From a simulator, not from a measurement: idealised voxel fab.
Module name: voxel capacitor over wiring (process module)
In the cross-section labelled cut, the width is 150 nm and each square cell is 5 nm.
A cross-section is a grid of square cells, given in bands from the top down. A band is one or more rows of cells.
Per band: top height and bottom height in nm, followed by the left-to-right materials and their widths in nm; "all across" marks a single material spanning edge to edge, "empty" marks empty space.
The reference from which all heights are counted is 0, the level beneath which the as-received wafer is entirely one material; the lowest band, having no lower bound, proceeds downward and is written after the example "z 0 and below".
Read "30->40" as a graded width: first number on top, second number at the bottom, same change between each pair of neighbouring rows.
You'll sometimes find "same as before" written for a step, and that's the way of saying that nowhere in the cross-section did a cell change during that step.
Closed empty spaces (no open way to the top) of 8 cells or more are what "Closed void listing" lists, each as width x height at distance from the left edge, nm for all three.
Read whatever lies past the settings on a step's line as the simulator's own remark about the step.
What "overlay nm" on a step's line means: if the step has a mask, that mask lay this far to the right of its planned place, or, when the value is negative, to the left.
PROCESS STEPS (PLANNED)
1) RECEIVE with material Si
2) CONFORMAL_DEP with material SiO2, thk nm 15
3) CONFORMAL_DEP with material SiCN, thk nm 5
4) DIRECTIONAL_DEP with material SiO2, thk nm 25
5) PATTERN with tone open, mask id METAL_1, material resist, width nm 20, pitch nm 90, thk nm 15, overlay nm 0
6) DIRECTIONAL_ETCH with etch materials SiO2, depth nm 25
7) DIRECTIONAL_ETCH with etch materials SiCN, depth nm 5
8) STRIP with etch materials resist
9) CONFORMAL_DEP with material TiN, thk nm 5
10) FILL_DEP with material W, thk nm 10
11) CMP with height nm 45
12) CONFORMAL_DEP with material SiCN, thk nm 5
13) DIRECTIONAL_DEP with material lowk, thk nm 10
14) MASKED_ETCH with tone open, mask id PLUG_1, width nm 15, etch materials lowk, depth nm 10, overlay nm 0
15) MASKED_ETCH with tone open, mask id PLUG_1, width nm 15, etch materials SiCN, depth nm 5, overlay nm 0
16) EPI with material Ru, thk nm 10
17) EPI with material Ru, thk nm 5
18) DIRECTIONAL_DEP with material TiN, thk nm 10
19) DIRECTIONAL_DEP with material HfO2, thk nm 5
20) DIRECTIONAL_DEP with material TiN, thk nm 10
21) MASKED_ETCH with tone cover, mask id UPPER_PLATE, width nm 75, etch materials TiN, depth nm 10, overlay nm 0
22) MASKED_ETCH with tone cover, mask id UPPER_PLATE, width nm 75, etch materials HfO2, depth nm 5, overlay nm 0
23) DIRECTIONAL_DEP with material aC, thk nm 15
24) PATTERN with tone cover, mask id LOWER_PLATE, material resist, width nm 85, thk nm 35, overlay nm 0
25) DIRECTIONAL_ETCH with etch materials aC, depth nm 15
26) STRIP with etch materials resist
27) DIRECTIONAL_ETCH with etch materials TiN, depth nm 10
28) STRIP with etch materials aC
29) FILL_DEP with material SiO2, thk nm 20
30) CMP with height nm 100
31) MASKED_ETCH with tone open, mask id PLUG_2, width nm 15, etch materials SiO2, depth nm 15, overlay nm 0
32) CONFORMAL_DEP with material TiN, thk nm 5
33) FILL_DEP with material Cu, thk nm 5
34) CMP with height nm 100
35) CONFORMAL_DEP with material SiCN, thk nm 5
DELIVERED WAFER IN CROSS-SECTION: STATE AFTER STEP 1
- z 0 and below: Si all across
- Closed void listing: none
THE CROSS-SECTION SHOWN CORRESPONDS TO THE WAFER AT THE CONCLUSION OF THE MODULE. THE INITIAL STRUCTURE AND THE PROCESS PLAN ARE THOSE PRESENTED ABOVE; HOWEVER, ONE MISTAKE OCCURRED IN EXECUTING THE PLAN
- z 105 to 100: SiCN all across
- z 100 to 90: 35 of SiO2, then 5 of TiN, then 5 of Cu, then 5 of TiN, then 100 of SiO2
- z 90 to 85: 35 of SiO2, then 15 of TiN, then 100 of SiO2
- z 85 to 75: 25 of SiO2, then 75 of TiN, then 50 of SiO2
- z 75 to 70: 25 of SiO2, then 75 of HfO2, then 50 of SiO2
- z 70 to 60: 20 of SiO2, then 85 of TiN, then 45 of SiO2
- z 60 to 50: 25 of lowk, then 15 of Ru, then 110 of lowk
- z 50 to 45: 25 of SiCN, then 15 of Ru, then 110 of SiCN
- z 45 to 35: 20 of SiO2, then 5 of TiN, then 10 of W, then 5 of TiN, then 70 of SiO2, then 5 of TiN, then 10 of W, then 5 of TiN, then 20 of SiO2
- z 35 to 30: 20 of SiCN, then 20 of TiN, then 70 of SiCN, then 20 of TiN, then 20 of SiCN
- z 30 to 0: SiO2 all across
- z 0 and below: Si all across
- Closed void listing: none
Where did the run depart from the plan? it should be noted that step 2 of the plan was executed twice
